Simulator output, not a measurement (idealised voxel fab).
Herein follows the process module entitled voxel self aligned contacts.
We display cut, a cross-section 195 nm in width whose square cells are each 5 nm.
Reading order for cross-sections: top band down to bottom band. Underlying form: a grid of square cells. Band size: one or more rows of cells. The band entry comprises the height of the band's top followed by the height of its bottom, expressed in nm, and subsequently the band's materials from left to right, each stated together with its width in nm. Where a single material is marked with the word "throughout", that material fills the band from edge to edge. The word "blank" represents empty space. Beneath 0, the wafer as received is one material, and that level is where height counting begins. The lowest band goes on downward without a bottom; it is written like "z 0 and below". So if you see something like "30->40" for the width, read it as the top row of the band sitting at the first number and the bottom row at the second, with every row in between moving by the same amount as the last. Reading "same as before" for a step: not a cell of the cross-section changed in it. The entry "Tabulated closed voids" lists the empty spaces that cover at least 8 cells and have no open path to the top. Each is written as width x height at distance, where the distance is measured from the left edge and all three values are in nm. Where a step's line continues beyond its settings, the continuation is a remark by the simulator itself on that step. The optional step-line setting "overlay nm" applies to steps with a mask and quantifies how far to the right of its planned location the mask lay, a negative value indicating leftward placement.
THE PLANNED PROCESS STEPS ARE ENUMERATED HEREUNDER
step 1: RECEIVE with material Si
step 2: CONFORMAL_DEP with material SiO2, thk nm 5
step 3: DIRECTIONAL_DEP with material polySi, thk nm 20
step 4: DIRECTIONAL_DEP with material SiN, thk nm 15
step 5: PATTERN with tone cover, mask id GATE, material resist, width nm 30, pitch nm 65, thk nm 15, overlay nm 0
step 6: DIRECTIONAL_ETCH with etch materials SiN, depth nm 15
step 7: DIRECTIONAL_ETCH with etch materials polySi, depth nm 20
step 8: STRIP with etch materials resist
step 9: CONFORMAL_DEP with material SiN, thk nm 5
step 10: DIRECTIONAL_ETCH with etch materials SiN, depth nm 5
step 11: FILL_DEP with material SiO2, thk nm 15
step 12: CMP with height nm 50
step 13: PATTERN with tone open, mask id CONTACT, material resist, width nm 45, thk nm 20, overlay nm 0
step 14: DIRECTIONAL_ETCH with etch materials SiO2, depth nm 50
step 15: STRIP with etch materials resist
step 16: CONFORMAL_DEP with material TiN, thk nm 5
step 17: FILL_DEP with material Ru, thk nm 5
step 18: CMP with height nm 50
step 19: CONFORMAL_DEP with material SiCN, thk nm 5
SHOWN IN CROSS-SECTION IS THE WAFER AS RECEIVED, THAT IS, AS IT STANDS AFTER STEP 1
* z 0 and below: Si throughout
* Tabulated closed voids: none
END STATE OF THE MODULE IN CROSS-SECTION, GIVEN THE ABOVE STARTING POINT AND PLAN AND ONE MISTAKE IN EXECUTION
* z 55 to 50: SiCN throughout
* z 50 to 40: SiO2=75 | TiN=5->15 | Ru=35->15 | TiN=5->15 | SiO2=75
* z 40 to 25: SiO2=45 | SiN=40 | TiN=5 | Ru=15 | TiN=5 | SiN=40 | SiO2=45
* z 25 to 15: SiO2=45 | SiN=5 | polySi=30 | SiN=5 | TiN=5 | Ru=15 | TiN=5 | SiN=5 | polySi=30 | SiN=5 | SiO2=45
* z 15 to 10: SiO2=45 | SiN=5 | polySi=30 | SiN=5 | TiN=25 | SiN=5 | polySi=30 | SiN=5 | SiO2=45
* z 10 to 5: SiN=50 | polySi=30 | SiN=35 | polySi=30 | SiN=50
* z 5 to 0: SiO2 throughout
* z 0 and below: Si throughout
* Tabulated closed voids: none
The mistake made against the process plan was this: steps 9 and 10: order swapped relative to plan
